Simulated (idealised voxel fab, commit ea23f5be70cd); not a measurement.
Process module, titled voxel lift off
Cross-section cut: width 210 nm, square cells of 5 nm.
Bands, listed from the top down, are how a cross-section gets written in this document; the cross-section itself is a grid of square cells, and a band is one or more rows of them.
Quick guide to a band line: top height, bottom height (nm) up front; then every material left to right with its width in nm. Only one material and it's marked "edge to edge"? Then it fills the band edge to edge. And "empty" just means empty space.
Note: height 0 marks the level under which the wafer is uniformly one material as received. Lowest band unbounded below, written "0 -> down".
Per-row width for "30..40": begins at first number (top row of band), ends at second number (bottom row), increment between rows held constant.
"stayed the same" (step): cross-section cells unchanged, all of them.
Sealed void listing: empty space of 8 cells or more with no open way to the top, each as width x height at its distance from the left edge, in nm
Past the settings on a step's line: simulator remark, on that step.
If you see "overlay nm" on a step's line and that step has a mask, it's telling you how far right of where it was planned the mask ended up; a negative number means it went left instead.
Set out below are the planned steps of the process
| 1 | RECEIVE with material Si |
| 2 | CONFORMAL_DEP with material SiO2, thk nm 5 |
| 3 | PATTERN with tone open, mask id LINES, material resist, width nm 20, pitch nm 35, thk nm 20, overlay nm 0 |
| 4 | DIRECTIONAL_DEP with material Ru, thk nm 5 |
| 5 | STRIP with etch materials resist |
| 6 | CONFORMAL_DEP with material SiCN, thk nm 10 |
Among the wafers covered here, the point of difference is the thk nm at step 4; their starting state is shared, and the plan presents the value of the first wafer.
The first of several wafers in cross-section, exactly as it reached us after step 1
> 0 -> down: Si edge to edge
> Sealed void listing: none
First wafer at the end, after step 6
> 20 -> 15: empty: 50 | SiCN: 110 | empty: 50
> 15 -> 10: SiCN edge to edge
> 10 -> 5: SiCN: 60 | Ru: 20 | SiCN: 15 | Ru: 20 | SiCN: 15 | Ru: 20 | SiCN: 60
> 5 -> 0: SiO2 edge to edge
> 0 -> down: Si edge to edge
> Sealed void listing: none
Here we cross-sectioned the last of the wafers once the module was done
> 30 -> 20: empty: 50 | SiCN: 110 | empty: 50
> 20 -> 15: empty: 50 | SiCN: 10 | Ru: 20 | SiCN: 15 | Ru: 20 | SiCN: 15 | Ru: 20 | SiCN: 10 | empty: 50
> 15 -> 5: SiCN: 60 | Ru: 20 | SiCN: 15 | Ru: 20 | SiCN: 15 | Ru: 20 | SiCN: 60
> 5 -> 0: SiO2 edge to edge
> 0 -> down: Si edge to edge
> Sealed void listing: none
Each row below is a wafer at the end of the module, listing for every material the number of cells it has gained (+) or lost (-) since it was received, followed by its closed voids
thk nm 5; +12 Ru; +94 SiCN; +42 SiO2; Sealed void listing: none
thk nm 10; +24 Ru; +104 SiCN; +42 SiO2; Sealed void listing: none
thk nm 15; +36 Ru; +114 SiCN; +42 SiO2; Sealed void listing: none
